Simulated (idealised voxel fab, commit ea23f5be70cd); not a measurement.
process module | voxel ribs on slabs
cross-section cut | 140 nm wide | cells 5 nm
A cross-section is a grid of square cells, given in bands from the top down. A band is one or more rows of cells.
Each band's line starts with the height of the band's top and of its bottom, in nm. Then come its materials from left to right, each with its width in nm. One material with "throughout" fills the band from edge to edge. "air" is empty space.
Height 0 is the level under which the wafer as received is all one material. The lowest band goes on downwards, as in "0 down".
A width such as "30 to 40" changes by the same amount from each row of cells to the next, from the band's top row to its bottom row.
"no change" after a step means that no cell of the cross-section changed.
closed voids: empty space of 8 cells or more with no open way to the top, each as width x height at its distance from the left edge, in nm
after a step's settings: what the simulator itself notes on the step
overlay nm, on a step with a mask: how far to the right of its planned place the mask lay; to the left if negative
plan
1 op RECEIVE | material Si
2 op DIRECTIONAL_DEP | material SiO2 | thk nm 20
3 op DIRECTIONAL_DEP | material SiN | thk nm 15
4 op DIRECTIONAL_DEP | material aC | thk nm 15
5 op PATTERN | tone cover | mask id RIB | material resist | width nm 25 | thk nm 35 | overlay nm 0
6 op DIRECTIONAL_ETCH | etch materials aC | depth nm 15
7 op STRIP | etch materials resist
8 op DIRECTIONAL_ETCH | etch materials SiN | depth nm 10
9 op STRIP | etch materials aC
10 op DIRECTIONAL_DEP | material aC | thk nm 10
11 op PATTERN | tone cover | mask id SLAB | material resist | width nm 75 | thk nm 30 | overlay nm 0
12 op DIRECTIONAL_ETCH | etch materials aC | depth nm 10
13 op STRIP | etch materials resist
14 op DIRECTIONAL_ETCH | etch materials SiN | depth nm 5
15 op STRIP | etch materials aC
16 op FILL_DEP | material SiO2 | thk nm 20
17 op CMP | height nm 50
18 op DIRECTIONAL_DEP | material W | thk nm 10
19 op MASKED_ETCH | tone cover | mask id HEATER | width nm 35 | etch materials W | depth nm 10 | overlay nm 0
20 op CONFORMAL_DEP | material SiO2 | thk nm 10
first wafer, as planned
as received, after step 1
  0 down: Si throughout
  closed voids: none
after step 2
  20 to 0: SiO2 throughout
  below 0: unchanged
after step 3
  35 to 20: SiN throughout
  below 20: unchanged
after step 4
  50 to 35: aC throughout
  below 35: unchanged
after step 5
  85 to 50: air 55 | resist 25 | air 60
  below 50: unchanged
after step 6
  70 to 50: air 55 | resist 25 | air 60
  50 to 35: air 55 | aC 25 | air 60
  below 35: unchanged
after step 7
  50 to 35: air 55 | aC 25 | air 60
  below 35: unchanged
after step 8
  50 to 35: air 55 | aC 25 | air 60
  35 to 25: air 55 | SiN 25 | air 60
  below 25: unchanged
after step 9
  35 to 25: air 55 | SiN 25 | air 60
  below 25: unchanged
after step 10
  45 to 35: air 55 | aC 25 | air 60
  35 to 25: aC 55 | SiN 25 | aC 60
  below 25: unchanged
after step 11
  75 to 45: air 30 | resist 75 | air 35
  45 to 35: air 30 | resist 25 | aC 25 | resist 25 | air 35
  below 35: unchanged
after step 12
  65 to 45: air 30 | resist 75 | air 35
  45 to 35: air 30 | resist 25 | aC 25 | resist 25 | air 35
  35 to 25: air 30 | aC 25 | SiN 25 | aC 25 | air 35
  below 25: unchanged
after step 13
  45 to 35: air 55 | aC 25 | air 60
  below 35: unchanged
after step 14
  45 to 35: air 55 | aC 25 | air 60
  35 to 25: air 30 | aC 25 | SiN 25 | aC 25 | air 35
  25 to 20: air 30 | SiN 75 | air 35
  below 20: unchanged
after step 15
  35 to 25: air 55 | SiN 25 | air 60
  below 25: unchanged
after step 16
  55 to 35: SiO2 throughout
  35 to 25: SiO2 55 | SiN 25 | SiO2 60
  25 to 20: SiO2 30 | SiN 75 | SiO2 35
  below 20: unchanged
after step 17
  50 to 35: SiO2 throughout
  below 35: unchanged
after step 18
  60 to 50: W throughout
  below 50: unchanged
after step 19
  60 to 50: air 50 | W 35 | air 55
  below 50: unchanged
after step 20
  70 to 60: air 40 | SiO2 55 | air 45
  60 to 50: SiO2 50 | W 35 | SiO2 55
  below 50: unchanged
second wafer: like start, like plan, one mistake. Through step 4 it matches the first wafer
when step 5 should have ended
  85 to 50: resist 55 | air 25 | resist 60
  below 50: unchanged
when step 6 should have ended
  70 to 50: resist 55 | air 25 | resist 60
  50 to 35: aC 55 | air 25 | aC 60
  below 35: unchanged
when step 7 should have ended
  50 to 35: aC 55 | air 25 | aC 60
  below 35: unchanged
when step 8 should have ended
  50 to 35: aC 55 | air 25 | aC 60
  35 to 25: SiN 55 | air 25 | SiN 60
  below 25: unchanged
when step 9 should have ended
  35 to 25: SiN 55 | air 25 | SiN 60
  below 25: unchanged
when step 10 should have ended
  45 to 35: aC 55 | air 25 | aC 60
  35 to 25: SiN 55 | aC 25 | SiN 60
  below 25: unchanged
when step 11 should have ended
  75 to 45: air 30 | resist 75 | air 35
  45 to 35: aC 55 | resist 25 | aC 60
  below 35: unchanged
when step 12 should have ended
  65 to 45: air 30 | resist 75 | air 35
  45 to 35: air 30 | aC 25 | resist 25 | aC 25 | air 35
  below 35: unchanged
when step 13 should have ended
  45 to 35: air 30 | aC 25 | air 25 | aC 25 | air 35
  below 35: unchanged
when step 14 should have ended
  45 to 35: air 30 | aC 25 | air 25 | aC 25 | air 35
  35 to 30: air 30 | SiN 25 | aC 25 | SiN 25 | air 35
  below 30: unchanged
when step 15 should have ended
  35 to 30: air 30 | SiN 25 | air 25 | SiN 25 | air 35
  30 to 25: SiN 55 | air 25 | SiN 60
  below 25: unchanged
when step 16 should have ended
  55 to 35: SiO2 throughout
  35 to 30: SiO2 30 | SiN 25 | SiO2 25 | SiN 25 | SiO2 35
  30 to 25: SiN 55 | SiO2 25 | SiN 60
  below 25: unchanged
when step 17 should have ended
  50 to 35: SiO2 throughout
  below 35: unchanged
when step 18 should have ended
  60 to 50: W throughout
  below 50: unchanged
when step 19 should have ended
  60 to 50: air 50 | W 35 | air 55
  below 50: unchanged
when step 20 should have ended
  70 to 60: air 40 | SiO2 55 | air 45
  60 to 50: SiO2 50 | W 35 | SiO2 55
  below 50: unchanged
what went wrong: step 5 ran as: op PATTERN | tone open | mask id RIB | material resist | width nm 25 | thk nm 35 | overlay nm 0
at the end the second wafer has, in cells: 36 more of SiN | 36 fewer of SiO2
